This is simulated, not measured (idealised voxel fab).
process module | voxel gate over fins
cross-section cut | 170 nm wide | cells 5 nm
A cross-section is a grid of square cells, given in bands from the top down. A band is one or more rows of cells.
Each band's line starts with the height of the band's top and of its bottom, in nm. Then come its materials from left to right, each with its width in nm. One material with "throughout" fills the band from edge to edge. "air" is empty space.
Height 0 is the level under which the wafer as received is all one material. The lowest band goes on downwards, as in "0 down".
A width such as "30 to 40" changes by the same amount from each row of cells to the next, from the band's top row to its bottom row.
"no change" after a step means that no cell of the cross-section changed.
closed voids: empty space of 8 cells or more with no open way to the top, each as width x height at its distance from the left edge, in nm
after a step's settings: what the simulator itself notes on the step
overlay nm, on a step with a mask: how far to the right of its planned place the mask lay; to the left if negative
plan
1 op RECEIVE | material Si
2 op CONFORMAL_DEP | material SiN | thk nm 5
3 op DIRECTIONAL_DEP | material aC | thk nm 10
4 op PATTERN | tone cover | mask id FINS | material resist | width nm 15 | pitch nm 60 | thk nm 25 | overlay nm 0
5 op DIRECTIONAL_ETCH | etch materials aC | depth nm 10
6 op STRIP | etch materials resist
7 op DIRECTIONAL_ETCH | etch materials SiN | depth nm 5
8 op DIRECTIONAL_ETCH | etch materials Si | depth nm 30
9 op STRIP | etch materials aC
10 op OXIDIZE | depth nm 5
11 op FILL_DEP | material SiO2 | thk nm 5
12 op CMP | height nm 5
13 op DIRECTIONAL_DEP | material aC | thk nm 15
14 op PATTERN | tone open | mask id RAIL | material resist | width nm 15 | thk nm 30 | overlay nm 0
15 op DIRECTIONAL_ETCH | etch materials aC | depth nm 15
16 op STRIP | etch materials resist
17 op DIRECTIONAL_ETCH | etch materials SiO2 | depth nm 30
18 op STRIP | etch materials aC
19 op CONFORMAL_DEP | material TiN | thk nm 5
20 op FILL_DEP | material W | thk nm 10
21 op CMP | height nm 5
22 op SELECTIVE_ETCH | etch materials W Ru TiN | depth nm 25
23 op FILL_DEP | material SiO2 | thk nm 5
24 op CMP | height nm 5
25 op SELECTIVE_ETCH | etch materials SiO2 | depth nm 20
26 op STRIP | etch materials SiN
27 op CONFORMAL_DEP | material HfO2 | thk nm 5
28 op CONFORMAL_DEP | material TiN | thk nm 5
29 op FILL_DEP | material W | thk nm 10
30 op CMP | height nm 15
31 op CONFORMAL_DEP | material SiCN | thk nm 10
as received, after step 1
  0 down: Si throughout
  closed voids: none
first wafer at the end, as planned
  25 to 15: SiCN throughout
  15 to 10: W throughout
  10 to 5: W 10 | TiN 25 | W 35 | TiN 25 | W 35 | TiN 25 | W 15
  5 to 0: W 10 | TiN 5 | HfO2 15 | TiN 5 | W 35 | TiN 5 | HfO2 15 | TiN 5 | W 35 | TiN 5 | HfO2 15 | TiN 5 | W 15
  0 to -5: W 10 | TiN 5 | HfO2 5 | Si 5 | HfO2 5 | TiN 5 | W 35 | TiN 5 | HfO2 5 | Si 5 | HfO2 5 | TiN 5 | W 35 | TiN 5 | HfO2 5 | Si 5 | HfO2 5 | TiN 5 | W 15
  -5 to -10: TiN 15 | HfO2 5 | Si 5 | HfO2 5 | TiN 45 | HfO2 5 | Si 5 | HfO2 5 | TiN 45 | HfO2 5 | Si 5 | HfO2 5 | TiN 20
  -10 to -15: HfO2 20 | Si 5 | HfO2 55 | Si 5 | HfO2 55 | Si 5 | HfO2 25
  -15 to -20: SiO2 20 | Si 5 | SiO2 55 | Si 5 | SiO2 55 | Si 5 | SiO2 25
  -20 to -25: SiO2 20 | Si 5 | SiO2 20 | TiN 15 | SiO2 20 | Si 5 | SiO2 55 | Si 5 | SiO2 25
  -25 to -35: SiO2 20 | Si 5 | SiO2 55 | Si 5 | SiO2 55 | Si 5 | SiO2 25
  -35 down: Si throughout
  closed voids: none
second wafer at the end: like start, like plan, one mistake
  25 to 15: SiCN throughout
  15 to 10: W throughout
  10 to 5: W 10 | TiN 25 | W 35 | TiN 25 | W 35 | TiN 25 | W 15
  5 to 0: W 10 | TiN 5 | HfO2 15 | TiN 5 | W 35 | TiN 5 | HfO2 15 | TiN 5 | W 35 | TiN 5 | HfO2 15 | TiN 5 | W 15
  0 to -5: W 10 | TiN 5 | HfO2 5 | Si 5 | HfO2 5 | TiN 5 | W 35 | TiN 5 | HfO2 5 | Si 5 | HfO2 5 | TiN 5 | W 35 | TiN 5 | HfO2 5 | Si 5 | HfO2 5 | TiN 5 | W 15
  -5 to -10: TiN 15 | HfO2 5 | Si 5 | HfO2 5 | TiN 45 | HfO2 5 | Si 5 | HfO2 5 | TiN 45 | HfO2 5 | Si 5 | HfO2 5 | TiN 20
  -10 to -15: HfO2 20 | Si 5 | HfO2 55 | Si 5 | HfO2 55 | Si 5 | HfO2 25
  -15 to -20: SiO2 20 | Si 5 | SiO2 55 | Si 5 | SiO2 55 | Si 5 | SiO2 25
  -20 to -25: SiO2 20 | Si 5 | SiO2 15 | TiN 15 | SiO2 25 | Si 5 | SiO2 55 | Si 5 | SiO2 25
  -25 to -35: SiO2 20 | Si 5 | SiO2 55 | Si 5 | SiO2 55 | Si 5 | SiO2 25
  -35 down: Si throughout
  closed voids: none
what went wrong: step 14 ran as: op PATTERN | tone open | mask id RAIL | material resist | width nm 15 | thk nm 30 | overlay nm -5
at the end the second wafer has, in cells: as many of each material as the first, in other places
